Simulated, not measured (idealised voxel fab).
The process module that follows is named voxel ribs on slabs.
Cross-section cut spans 200 nm and uses square cells 5 nm in size.
When this document writes out a cross-section, it uses a grid of square cells and lists it as bands, beginning at the top and moving down, with a band standing for one or more rows of cells.
Per band: top height and bottom height in nm, followed by the left-to-right materials and their widths in nm; "all across" marks a single material spanning edge to edge, "empty" marks empty space.
It should be noted that heights are counted from 0, beneath which the wafer as supplied is of one material throughout, and that the lowest band possesses no lower boundary but continues downward, as written in "0 and below".
Note: "30 to 40" means the width goes from the first number (top row of the band) to the second number (bottom row) in equal steps per row of cells.
"nothing changed" means the step left every cell of the cross-section as it was.
Empty spaces without an open route to the top, at least 8 cells in extent, make up the entry "Voids lacking openings"; each is given as width x height at distance, where the distance is measured from the left edge, and all are in nm.
Where a step's line continues beyond its settings, the continuation is a remark by the simulator itself on that step.
You can add "overlay nm" to a step's line. For a step with a mask, it describes how far the mask lay to the right of its planned position, and a negative number describes a lay to the left.
### The planned process steps are enumerated hereunder
1,RECEIVE [material Si]
2,DIRECTIONAL_DEP [material SiO2] [thk nm 25]
3,DIRECTIONAL_DEP [material polySi] [thk nm 25]
4,PATTERN [tone cover] [mask id RIB] [material resist] [width nm 15] [thk nm 15] [overlay nm 0]
5,DIRECTIONAL_ETCH [etch materials polySi] [depth nm 15]
6,STRIP [etch materials resist]
7,PATTERN [tone cover] [mask id SLAB] [material resist] [width nm 45] [thk nm 20] [overlay nm 0]
8,DIRECTIONAL_ETCH [etch materials polySi] [depth nm 10]
9,STRIP [etch materials resist]
10,FILL_DEP [material SiO2] [thk nm 25]
11,CMP [height nm 70]
12,DIRECTIONAL_DEP [material W] [thk nm 5]
13,DIRECTIONAL_DEP [material aC] [thk nm 10]
14,PATTERN [tone cover] [mask id HEATER] [material resist] [width nm 25] [thk nm 25] [overlay nm 0]
15,DIRECTIONAL_ETCH [etch materials aC] [depth nm 10]
16,STRIP [etch materials resist]
17,DIRECTIONAL_ETCH [etch materials W] [depth nm 5]
18,STRIP [etch materials aC]
19,CONFORMAL_DEP [material SiN] [thk nm 5]
### Wafer cross-section on receipt, i.e. after step 1
	0 and below = Si all across
	Voids lacking openings: none
### Cross-sectional view of the first of the two wafers upon completion of the module, processed in accordance with the plan
	80 down to 75 = empty=80 | SiN=35 | empty=85
	75 down to 70 = SiN=85 | W=25 | SiN=90
	70 down to 50 = SiO2 all across
	50 down to 35 = SiO2=90 | polySi=15 | SiO2=95
	35 down to 25 = SiO2=75 | polySi=45 | SiO2=80
	25 down to 0 = SiO2 all across
	0 and below = Si all across
	Voids lacking openings: none
### This is the second of the two wafers, cross-sectioned at the end of the module; it started exactly like the first and was given the same plan, but it was run with one mistake
	80 down to 75 = empty=80 | SiN=35 | empty=85
	75 down to 70 = SiN=85 | W=25 | SiN=90
	70 down to 25 = SiO2 all across
	25 down to 0 = polySi all across
	0 and below = Si all across
	Voids lacking openings: none
Misprocessing identified: the run placed steps 2 and 3 each in the position the plan gave to the other
Heads up, by the end the second wafer has more or fewer cells of some materials compared to the first: -173 SiO2; +173 polySi
